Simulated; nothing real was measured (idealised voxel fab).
Documented hereafter: the process module known as voxel wiring stack.
Section cut is 215 nm wide and gridded with 5 nm square cells.
Each cross-section below is a grid of square cells, stated as bands in top-down order, with one or more rows of cells making up each band. Heads up on the band format: heights come first, top then bottom, in nm. After that it's the materials left to right, each with its width in nm. A single material flagged "all across" fills the whole band edge to edge, and "blank" means there's empty space there. It should be noted that heights are counted from 0, beneath which the wafer as supplied is of one material throughout, and that the lowest band possesses no lower boundary but continues downward, as written in "0 and below". The notation "30 to 40" denotes a width that varies across the rows of cells in the band, beginning at the first number in the top row, finishing at the second number in the bottom row, and changing by an identical amount from each row to the next. "remained the same" for a step: no cell of the cross-section changed in that step. "Closed void inventory" means: voids of 8 cells or more that are shut off from the top with no open way through. Written width x height at distance, distance from the left edge, in nm. Whatever follows a step's settings on its line is a remark the simulator itself makes about that step. overlay nm: how far to the right of its planned place the mask lay on this masked step (negative: to the left).

Steps in the process plan
1. op RECEIVE | material Si
2. op CONFORMAL_DEP | material SiO2 | thk nm 10
3. op CONFORMAL_DEP | material SiCN | thk nm 5
4. op DIRECTIONAL_DEP | material SiO2 | thk nm 15
5. op MASKED_ETCH | tone open | mask id METAL_1 | width nm 25 | pitch nm 50 | etch materials SiO2 | depth nm 15 | overlay nm 0
6. op MASKED_ETCH | tone open | mask id METAL_1 | width nm 25 | pitch nm 50 | etch materials SiCN | depth nm 5 | overlay nm 0
7. op CONFORMAL_DEP | material TiN | thk nm 5
8. op FILL_DEP | material W | thk nm 5
9. op CMP | height nm 30
10. op CONFORMAL_DEP | material SiCN | thk nm 5
11. op DIRECTIONAL_DEP | material lowk | thk nm 20
12. op PATTERN | tone open | mask id PLUG_1 | material resist | width nm 15 | pitch nm 100 | thk nm 15 | overlay nm 0
13. op DIRECTIONAL_ETCH | etch materials lowk | depth nm 20
14. op DIRECTIONAL_ETCH | etch materials SiCN | depth nm 5
15. op STRIP | etch materials resist
16. op EPI | material Ru | thk nm 10
17. op EPI | material Ru | thk nm 10
18. op EPI | material Ru | thk nm 5
19. op DIRECTIONAL_DEP | material TiN | thk nm 5
20. op DIRECTIONAL_DEP | material Ru | thk nm 20
21. op PATTERN | tone cover | mask id METAL_2 | material resist | width nm 25 | pitch nm 50 | thk nm 20 | overlay nm 0
22. op DIRECTIONAL_ETCH | etch materials Ru | depth nm 20
23. op DIRECTIONAL_ETCH | etch materials TiN | depth nm 5
24. op STRIP | etch materials resist
25. op FILL_DEP | material SiO2 | thk nm 10
26. op CMP | height nm 80
27. op CONFORMAL_DEP | material SiCN | thk nm 5
28. op DIRECTIONAL_DEP | material lowk | thk nm 15
29. op PATTERN | tone open | mask id PLUG_2 | material resist | width nm 15 | pitch nm 100 | thk nm 20 | overlay nm 0
30. op DIRECTIONAL_ETCH | etch materials lowk | depth nm 15
31. op DIRECTIONAL_ETCH | etch materials SiCN | depth nm 5
32. op STRIP | etch materials resist
33. op CONFORMAL_DEP | material TiN | thk nm 5
34. op FILL_DEP | material Cu | thk nm 5
35. op CMP | height nm 100
36. op DIRECTIONAL_DEP | material TiN | thk nm 5
37. op DIRECTIONAL_DEP | material Ru | thk nm 15
38. op MASKED_ETCH | tone cover | mask id METAL_3 | width nm 25 | pitch nm 50 | etch materials Ru | depth nm 15 | overlay nm 0
39. op MASKED_ETCH | tone cover | mask id METAL_3 | width nm 25 | pitch nm 50 | etch materials TiN | depth nm 5 | overlay nm 0
40. op FILL_DEP | material SiO2 | thk nm 10
41. op CMP | height nm 120
42. op CONFORMAL_DEP | material SiN | thk nm 5

Wafer, first of two, run as planned

Here's what the wafer looked like in cross-section when it arrived - that's after step 1
* 0 and below | Si all across
* Closed void inventory: none

Presented here is a cross-section of the wafer after step 2 has been performed
* 10 down to 0 | SiO2 all across
* Below a height of 0, the structure has not been altered.

Presented here is a cross-section of the wafer after step 3 has been performed
* 15 down to 10 | SiCN all across
* Below a height of 10, the structure has not been altered.

Presented here is a cross-section of the wafer after step 4 has been performed
* 30 down to 15 | SiO2 all across
* Below a height of 15, the structure has not been altered.

Presented here is a cross-section of the wafer after step 5 has been performed
* 30 down to 15 | SiO2 45 nm / blank 25 nm / SiO2 25 nm / blank 25 nm / SiO2 25 nm / blank 25 nm / SiO2 45 nm
* Below a height of 15, the structure has not been altered.

Presented here is a cross-section of the wafer after step 6 has been performed
* 30 down to 15 | SiO2 45 nm / blank 25 nm / SiO2 25 nm / blank 25 nm / SiO2 25 nm / blank 25 nm / SiO2 45 nm
* 15 down to 10 | SiCN 45 nm / blank 25 nm / SiCN 25 nm / blank 25 nm / SiCN 25 nm / blank 25 nm / SiCN 45 nm
* Below a height of 10, the structure has not been altered.

Presented here is a cross-section of the wafer after step 7 has been performed
* 35 down to 30 | TiN 50 nm / blank 15 nm / TiN 35 nm / blank 15 nm / TiN 35 nm / blank 15 nm / TiN 50 nm
* 30 down to 15 | SiO2 45 nm / TiN 5 nm / blank 15 nm / TiN 5 nm / SiO2 25 nm / TiN 5 nm / blank 15 nm / TiN 5 nm / SiO2 25 nm / TiN 5 nm / blank 15 nm / TiN 5 nm / SiO2 45 nm
* 15 down to 10 | SiCN 45 nm / TiN 25 nm / SiCN 25 nm / TiN 25 nm / SiCN 25 nm / TiN 25 nm / SiCN 45 nm
* Below a height of 10, the structure has not been altered.

Presented here is a cross-section of the wafer after step 8 has been performed
* 40 down to 35 | W all across
* 35 down to 30 | TiN 50 nm / W 15 nm / TiN 35 nm / W 15 nm / TiN 35 nm / W 15 nm / TiN 50 nm
* 30 down to 15 | SiO2 45 nm / TiN 5 nm / W 15 nm / TiN 5 nm / SiO2 25 nm / TiN 5 nm / W 15 nm / TiN 5 nm / SiO2 25 nm / TiN 5 nm / W 15 nm / TiN 5 nm / SiO2 45 nm
* Below a height of 15, the structure has not been altered.

Presented here is a cross-section of the wafer after step 9 has been performed
* 30 down to 15 | SiO2 45 nm / TiN 5 nm / W 15 nm / TiN 5 nm / SiO2 25 nm / TiN 5 nm / W 15 nm / TiN 5 nm / SiO2 25 nm / TiN 5 nm / W 15 nm / TiN 5 nm / SiO2 45 nm
* Below a height of 15, the structure has not been altered.

Presented here is a cross-section of the wafer after step 10 has been performed
* 35 down to 30 | SiCN all across
* Below a height of 30, the structure has not been altered.

Presented here is a cross-section of the wafer after step 11 has been performed
* 55 down to 35 | lowk all across
* Below a height of 35, the structure has not been altered.

Presented here is a cross-section of the wafer after step 12 has been performed
* 70 down to 55 | resist 45 nm / blank 15 nm / resist 85 nm / blank 15 nm / resist 55 nm
* Below a height of 55, the structure has not been altered.

Presented here is a cross-section of the wafer after step 13 has been performed
* 70 down to 55 | resist 45 nm / blank 15 nm / resist 85 nm / blank 15 nm / resist 55 nm
* 55 down to 35 | lowk 45 nm / blank 15 nm / lowk 85 nm / blank 15 nm / lowk 55 nm
* Below a height of 35, the structure has not been altered.

Presented here is a cross-section of the wafer after step 14 has been performed
* 70 down to 55 | resist 45 nm / blank 15 nm / resist 85 nm / blank 15 nm / resist 55 nm
* 55 down to 35 | lowk 45 nm / blank 15 nm / lowk 85 nm / blank 15 nm / lowk 55 nm
* 35 down to 30 | SiCN 45 nm / blank 15 nm / SiCN 85 nm / blank 15 nm / SiCN 55 nm
* Below a height of 30, the structure has not been altered.

Presented here is a cross-section of the wafer after step 15 has been performed
* 55 down to 35 | lowk 45 nm / blank 15 nm / lowk 85 nm / blank 15 nm / lowk 55 nm
* Below a height of 35, the structure has not been altered.

Presented here is a cross-section of the wafer after step 16 has been performed
* 55 down to 40 | lowk 45 nm / blank 15 nm / lowk 85 nm / blank 15 nm / lowk 55 nm
* 40 down to 35 | lowk 45 nm / Ru 15 nm / lowk 85 nm / Ru 15 nm / lowk 55 nm
* 35 down to 30 | SiCN 45 nm / Ru 15 nm / SiCN 85 nm / Ru 15 nm / SiCN 55 nm
* Below a height of 30, the structure has not been altered.

Presented here is a cross-section of the wafer after step 17 has been performed
* 55 down to 50 | lowk 45 nm / blank 15 nm / lowk 85 nm / blank 15 nm / lowk 55 nm
* 50 down to 35 | lowk 45 nm / Ru 15 nm / lowk 85 nm / Ru 15 nm / lowk 55 nm
* Below a height of 35, the structure has not been altered.

Presented here is a cross-section of the wafer after step 18 has been performed
* 55 down to 35 | lowk 45 nm / Ru 15 nm / lowk 85 nm / Ru 15 nm / lowk 55 nm
* Below a height of 35, the structure has not been altered.

Presented here is a cross-section of the wafer after step 19 has been performed
* 60 down to 55 | TiN all across
* Below a height of 55, the structure has not been altered.

Presented here is a cross-section of the wafer after step 20 has been performed
* 80 down to 60 | Ru all across
* Below a height of 60, the structure has not been altered.

Presented here is a cross-section of the wafer after step 21 has been performed
* 100 down to 80 | blank 45 nm / resist 25 nm / blank 25 nm / resist 25 nm / blank 25 nm / resist 25 nm / blank 45 nm
* Below a height of 80, the structure has not been altered.

Presented here is a cross-section of the wafer after step 22 has been performed
* 100 down to 80 | blank 45 nm / resist 25 nm / blank 25 nm / resist 25 nm / blank 25 nm / resist 25 nm / blank 45 nm
* 80 down to 60 | blank 45 nm / Ru 25 nm / blank 25 nm / Ru 25 nm / blank 25 nm / Ru 25 nm / blank 45 nm
* Below a height of 60, the structure has not been altered.

Presented here is a cross-section of the wafer after step 23 has been performed
* 100 down to 80 | blank 45 nm / resist 25 nm / blank 25 nm / resist 25 nm / blank 25 nm / resist 25 nm / blank 45 nm
* 80 down to 60 | blank 45 nm / Ru 25 nm / blank 25 nm / Ru 25 nm / blank 25 nm / Ru 25 nm / blank 45 nm
* 60 down to 55 | blank 45 nm / TiN 25 nm / blank 25 nm / TiN 25 nm / blank 25 nm / TiN 25 nm / blank 45 nm
* Below a height of 55, the structure has not been altered.

Presented here is a cross-section of the wafer after step 24 has been performed
* 80 down to 60 | blank 45 nm / Ru 25 nm / blank 25 nm / Ru 25 nm / blank 25 nm / Ru 25 nm / blank 45 nm
* Below a height of 60, the structure has not been altered.

Presented here is a cross-section of the wafer after step 25 has been performed
* 90 down to 80 | SiO2 all across
* 80 down to 60 | SiO2 45 nm / Ru 25 nm / SiO2 25 nm / Ru 25 nm / SiO2 25 nm / Ru 25 nm / SiO2 45 nm
* 60 down to 55 | SiO2 45 nm / TiN 25 nm / SiO2 25 nm / TiN 25 nm / SiO2 25 nm / TiN 25 nm / SiO2 45 nm
* Below a height of 55, the structure has not been altered.

Presented here is a cross-section of the wafer after step 26 has been performed
* 80 down to 60 | SiO2 45 nm / Ru 25 nm / SiO2 25 nm / Ru 25 nm / SiO2 25 nm / Ru 25 nm / SiO2 45 nm
* Below a height of 60, the structure has not been altered.

Presented here is a cross-section of the wafer after step 27 has been performed
* 85 down to 80 | SiCN all across
* Below a height of 80, the structure has not been altered.

Presented here is a cross-section of the wafer after step 28 has been performed
* 100 down to 85 | lowk all across
* Below a height of 85, the structure has not been altered.

Presented here is a cross-section of the wafer after step 29 has been performed
* 120 down to 100 | resist 45 nm / blank 15 nm / resist 85 nm / blank 15 nm / resist 55 nm
* Below a height of 100, the structure has not been altered.

Presented here is a cross-section of the wafer after step 30 has been performed
* 120 down to 100 | resist 45 nm / blank 15 nm / resist 85 nm / blank 15 nm / resist 55 nm
* 100 down to 85 | lowk 45 nm / blank 15 nm / lowk 85 nm / blank 15 nm / lowk 55 nm
* Below a height of 85, the structure has not been altered.

Presented here is a cross-section of the wafer after step 31 has been performed
* 120 down to 100 | resist 45 nm / blank 15 nm / resist 85 nm / blank 15 nm / resist 55 nm
* 100 down to 85 | lowk 45 nm / blank 15 nm / lowk 85 nm / blank 15 nm / lowk 55 nm
* 85 down to 80 | SiCN 45 nm / blank 15 nm / SiCN 85 nm / blank 15 nm / SiCN 55 nm
* Below a height of 80, the structure has not been altered.

Presented here is a cross-section of the wafer after step 32 has been performed
* 100 down to 85 | lowk 45 nm / blank 15 nm / lowk 85 nm / blank 15 nm / lowk 55 nm
* Below a height of 85, the structure has not been altered.

Presented here is a cross-section of the wafer after step 33 has been performed
* 105 down to 100 | TiN 50 nm / blank 5 nm / TiN 95 nm / blank 5 nm / TiN 60 nm
* 100 down to 85 | lowk 45 nm / TiN 5 nm / blank 5 nm / TiN 5 nm / lowk 85 nm / TiN 5 nm / blank 5 nm / TiN 5 nm / lowk 55 nm
* 85 down to 80 | SiCN 45 nm / TiN 15 nm / SiCN 85 nm / TiN 15 nm / SiCN 55 nm
* Below a height of 80, the structure has not been altered.

Presented here is a cross-section of the wafer after step 34 has been performed
* 110 down to 105 | Cu all across
* 105 down to 100 | TiN 50 nm / Cu 5 nm / TiN 95 nm / Cu 5 nm / TiN 60 nm
* 100 down to 85 | lowk 45 nm / TiN 5 nm / Cu 5 nm / TiN 5 nm / lowk 85 nm / TiN 5 nm / Cu 5 nm / TiN 5 nm / lowk 55 nm
* Below a height of 85, the structure has not been altered.

Presented here is a cross-section of the wafer after step 35 has been performed
* 100 down to 85 | lowk 45 nm / TiN 5 nm / Cu 5 nm / TiN 5 nm / lowk 85 nm / TiN 5 nm / Cu 5 nm / TiN 5 nm / lowk 55 nm
* Below a height of 85, the structure has not been altered.

Presented here is a cross-section of the wafer after step 36 has been performed
* 105 down to 100 | TiN all across
* Below a height of 100, the structure has not been altered.

Presented here is a cross-section of the wafer after step 37 has been performed
* 120 down to 105 | Ru all across
* Below a height of 105, the structure has not been altered.

Presented here is a cross-section of the wafer after step 38 has been performed
* 120 down to 105 | blank 45 nm / Ru 25 nm / blank 25 nm / Ru 25 nm / blank 25 nm / Ru 25 nm / blank 45 nm
* Below a height of 105, the structure has not been altered.

Presented here is a cross-section of the wafer after step 39 has been performed
* 120 down to 105 | blank 45 nm / Ru 25 nm / blank 25 nm / Ru 25 nm / blank 25 nm / Ru 25 nm / blank 45 nm
* 105 down to 100 | blank 45 nm / TiN 25 nm / blank 25 nm / TiN 25 nm / blank 25 nm / TiN 25 nm / blank 45 nm
* Below a height of 100, the structure has not been altered.

Presented here is a cross-section of the wafer after step 40 has been performed
* 130 down to 120 | SiO2 all across
* 120 down to 105 | SiO2 45 nm / Ru 25 nm / SiO2 25 nm / Ru 25 nm / SiO2 25 nm / Ru 25 nm / SiO2 45 nm
* 105 down to 100 | SiO2 45 nm / TiN 25 nm / SiO2 25 nm / TiN 25 nm / SiO2 25 nm / TiN 25 nm / SiO2 45 nm
* Below a height of 100, the structure has not been altered.

Presented here is a cross-section of the wafer after step 41 has been performed
* 120 down to 105 | SiO2 45 nm / Ru 25 nm / SiO2 25 nm / Ru 25 nm / SiO2 25 nm / Ru 25 nm / SiO2 45 nm
* Below a height of 105, the structure has not been altered.

Presented here is a cross-section of the wafer after step 42 has been performed
* 125 down to 120 | SiN all across
* Below a height of 120, the structure has not been altered.

Regarding the second of the two wafers: it shared the first wafer's starting condition and process plan, yet one error occurred during its execution. Its history coincides with that of the first wafer up to and including step 15

Here is the second wafer in cross-section at the point where step 17 of the plan should have been done
* 60 down to 55 | blank 40 nm / Ru 25 nm / blank 75 nm / Ru 25 nm / blank 50 nm
* 55 down to 35 | lowk 45 nm / Ru 15 nm / lowk 85 nm / Ru 15 nm / lowk 55 nm
* 35 down to 30 | SiCN 45 nm / Ru 15 nm / SiCN 85 nm / Ru 15 nm / SiCN 55 nm
* Below a height of 30, the structure has not been altered.

Here is the second wafer in cross-section at the point where step 18 of the plan should have been done
* 65 down to 55 | blank 35 nm / Ru 35 nm / blank 65 nm / Ru 35 nm / blank 45 nm
* Below a height of 55, the structure has not been altered.

Here is the second wafer in cross-section at the point where step 19 of the plan should have been done
* 70 down to 65 | blank 35 nm / TiN 35 nm / blank 65 nm / TiN 35 nm / blank 45 nm
* 65 down to 60 | blank 35 nm / Ru 35 nm / blank 65 nm / Ru 35 nm / blank 45 nm
* 60 down to 55 | TiN 35 nm / Ru 35 nm / TiN 65 nm / Ru 35 nm / TiN 45 nm
* Below a height of 55, the structure has not been altered.

Here is the second wafer in cross-section at the point where step 20 of the plan should have been done
* 90 down to 80 | blank 35 nm / Ru 35 nm / blank 65 nm / Ru 35 nm / blank 45 nm
* 80 down to 70 | Ru all across
* 70 down to 65 | Ru 35 nm / TiN 35 nm / Ru 65 nm / TiN 35 nm / Ru 45 nm
* 65 down to 60 | Ru all across
* Below a height of 60, the structure has not been altered.

Here is the second wafer in cross-section at the point where step 21 of the plan should have been done
* 110 down to 90 | blank 45 nm / resist 25 nm / blank 25 nm / resist 25 nm / blank 25 nm / resist 25 nm / blank 45 nm
* 90 down to 80 | blank 35 nm / Ru 35 nm / blank 25 nm / resist 25 nm / blank 15 nm / Ru 35 nm / blank 45 nm
* Below a height of 80, the structure has not been altered.

Here is the second wafer in cross-section at the point where step 22 of the plan should have been done
* 110 down to 90 | blank 45 nm / resist 25 nm / blank 25 nm / resist 25 nm / blank 25 nm / resist 25 nm / blank 45 nm
* 90 down to 80 | blank 45 nm / Ru 25 nm / blank 25 nm / resist 25 nm / blank 25 nm / Ru 25 nm / blank 45 nm
* 80 down to 70 | blank 45 nm / Ru 25 nm / blank 25 nm / Ru 25 nm / blank 25 nm / Ru 25 nm / blank 45 nm
* 70 down to 65 | blank 35 nm / TiN 35 nm / blank 25 nm / Ru 25 nm / blank 15 nm / TiN 35 nm / blank 45 nm
* 65 down to 60 | blank 35 nm / Ru 35 nm / blank 25 nm / Ru 25 nm / blank 15 nm / Ru 35 nm / blank 45 nm
* Below a height of 60, the structure has not been altered.

Here is the second wafer in cross-section at the point where step 23 of the plan should have been done
* 110 down to 90 | blank 45 nm / resist 25 nm / blank 25 nm / resist 25 nm / blank 25 nm / resist 25 nm / blank 45 nm
* 90 down to 80 | blank 45 nm / Ru 25 nm / blank 25 nm / resist 25 nm / blank 25 nm / Ru 25 nm / blank 45 nm
* 80 down to 70 | blank 45 nm / Ru 25 nm / blank 25 nm / Ru 25 nm / blank 25 nm / Ru 25 nm / blank 45 nm
* 70 down to 65 | blank 45 nm / TiN 25 nm / blank 25 nm / Ru 25 nm / blank 25 nm / TiN 25 nm / blank 45 nm
* 65 down to 60 | blank 35 nm / Ru 35 nm / blank 25 nm / Ru 25 nm / blank 15 nm / Ru 35 nm / blank 45 nm
* 60 down to 55 | blank 35 nm / Ru 35 nm / blank 25 nm / TiN 25 nm / blank 15 nm / Ru 35 nm / blank 45 nm
* Below a height of 55, the structure has not been altered.

Here is the second wafer in cross-section at the point where step 24 of the plan should have been done
* 90 down to 80 | blank 45 nm / Ru 25 nm / blank 75 nm / Ru 25 nm / blank 45 nm
* Below a height of 80, the structure has not been altered.

Here is the second wafer in cross-section at the point where step 25 of the plan should have been done
* 100 down to 90 | SiO2 all across
* 90 down to 80 | SiO2 45 nm / Ru 25 nm / SiO2 75 nm / Ru 25 nm / SiO2 45 nm
* 80 down to 70 | SiO2 45 nm / Ru 25 nm / SiO2 25 nm / Ru 25 nm / SiO2 25 nm / Ru 25 nm / SiO2 45 nm
* 70 down to 65 | SiO2 45 nm / TiN 25 nm / SiO2 25 nm / Ru 25 nm / SiO2 25 nm / TiN 25 nm / SiO2 45 nm
* 65 down to 60 | SiO2 35 nm / Ru 35 nm / SiO2 25 nm / Ru 25 nm / SiO2 15 nm / Ru 35 nm / SiO2 45 nm
* 60 down to 55 | SiO2 35 nm / Ru 35 nm / SiO2 25 nm / TiN 25 nm / SiO2 15 nm / Ru 35 nm / SiO2 45 nm
* Below a height of 55, the structure has not been altered.

Here is the second wafer in cross-section at the point where step 26 of the plan should have been done
* 80 down to 70 | SiO2 45 nm / Ru 25 nm / SiO2 25 nm / Ru 25 nm / SiO2 25 nm / Ru 25 nm / SiO2 45 nm
* Below a height of 70, the structure has not been altered.

Here is the second wafer in cross-section at the point where step 27 of the plan should have been done
* 85 down to 80 | SiCN all across
* Below a height of 80, the structure has not been altered.

Here is the second wafer in cross-section at the point where step 28 of the plan should have been done
* 100 down to 85 | lowk all across
* Below a height of 85, the structure has not been altered.

Here is the second wafer in cross-section at the point where step 29 of the plan should have been done
* 120 down to 100 | resist 45 nm / blank 15 nm / resist 85 nm / blank 15 nm / resist 55 nm
* Below a height of 100, the structure has not been altered.

Here is the second wafer in cross-section at the point where step 30 of the plan should have been done
* 120 down to 100 | resist 45 nm / blank 15 nm / resist 85 nm / blank 15 nm / resist 55 nm
* 100 down to 85 | lowk 45 nm / blank 15 nm / lowk 85 nm / blank 15 nm / lowk 55 nm
* Below a height of 85, the structure has not been altered.

Here is the second wafer in cross-section at the point where step 31 of the plan should have been done
* 120 down to 100 | resist 45 nm / blank 15 nm / resist 85 nm / blank 15 nm / resist 55 nm
* 100 down to 85 | lowk 45 nm / blank 15 nm / lowk 85 nm / blank 15 nm / lowk 55 nm
* 85 down to 80 | SiCN 45 nm / blank 15 nm / SiCN 85 nm / blank 15 nm / SiCN 55 nm
* Below a height of 80, the structure has not been altered.

Here is the second wafer in cross-section at the point where step 32 of the plan should have been done
* 100 down to 85 | lowk 45 nm / blank 15 nm / lowk 85 nm / blank 15 nm / lowk 55 nm
* Below a height of 85, the structure has not been altered.

Here is the second wafer in cross-section at the point where step 33 of the plan should have been done
* 105 down to 100 | TiN 50 nm / blank 5 nm / TiN 95 nm / blank 5 nm / TiN 60 nm
* 100 down to 85 | lowk 45 nm / TiN 5 nm / blank 5 nm / TiN 5 nm / lowk 85 nm / TiN 5 nm / blank 5 nm / TiN 5 nm / lowk 55 nm
* 85 down to 80 | SiCN 45 nm / TiN 15 nm / SiCN 85 nm / TiN 15 nm / SiCN 55 nm
* Below a height of 80, the structure has not been altered.

Here is the second wafer in cross-section at the point where step 34 of the plan should have been done
* 110 down to 105 | Cu all across
* 105 down to 100 | TiN 50 nm / Cu 5 nm / TiN 95 nm / Cu 5 nm / TiN 60 nm
* 100 down to 85 | lowk 45 nm / TiN 5 nm / Cu 5 nm / TiN 5 nm / lowk 85 nm / TiN 5 nm / Cu 5 nm / TiN 5 nm / lowk 55 nm
* Below a height of 85, the structure has not been altered.

Here is the second wafer in cross-section at the point where step 35 of the plan should have been done
* 100 down to 85 | lowk 45 nm / TiN 5 nm / Cu 5 nm / TiN 5 nm / lowk 85 nm / TiN 5 nm / Cu 5 nm / TiN 5 nm / lowk 55 nm
* Below a height of 85, the structure has not been altered.

Here is the second wafer in cross-section at the point where step 36 of the plan should have been done
* 105 down to 100 | TiN all across
* Below a height of 100, the structure has not been altered.

Here is the second wafer in cross-section at the point where step 37 of the plan should have been done
* 120 down to 105 | Ru all across
* Below a height of 105, the structure has not been altered.

Here is the second wafer in cross-section at the point where step 38 of the plan should have been done
* 120 down to 105 | blank 45 nm / Ru 25 nm / blank 25 nm / Ru 25 nm / blank 25 nm / Ru 25 nm / blank 45 nm
* Below a height of 105, the structure has not been altered.

Here is the second wafer in cross-section at the point where step 39 of the plan should have been done
* 120 down to 105 | blank 45 nm / Ru 25 nm / blank 25 nm / Ru 25 nm / blank 25 nm / Ru 25 nm / blank 45 nm
* 105 down to 100 | blank 45 nm / TiN 25 nm / blank 25 nm / TiN 25 nm / blank 25 nm / TiN 25 nm / blank 45 nm
* Below a height of 100, the structure has not been altered.

Here is the second wafer in cross-section at the point where step 40 of the plan should have been done
* 130 down to 120 | SiO2 all across
* 120 down to 105 | SiO2 45 nm / Ru 25 nm / SiO2 25 nm / Ru 25 nm / SiO2 25 nm / Ru 25 nm / SiO2 45 nm
* 105 down to 100 | SiO2 45 nm / TiN 25 nm / SiO2 25 nm / TiN 25 nm / SiO2 25 nm / TiN 25 nm / SiO2 45 nm
* Below a height of 100, the structure has not been altered.

Here is the second wafer in cross-section at the point where step 41 of the plan should have been done
* 120 down to 105 | SiO2 45 nm / Ru 25 nm / SiO2 25 nm / Ru 25 nm / SiO2 25 nm / Ru 25 nm / SiO2 45 nm
* Below a height of 105, the structure has not been altered.

Here is the second wafer in cross-section at the point where step 42 of the plan should have been done
* 125 down to 120 | SiN all across
* Below a height of 120, the structure has not been altered.
So what did we get wrong on this run? among the identical steps 16 and 17, one was performed twice; which one remains unidentifiable
In the final state, the cell counts of the second wafer exceed or fall short of those of the first for the following materials: 8 more of Ru; 8 fewer of SiO2
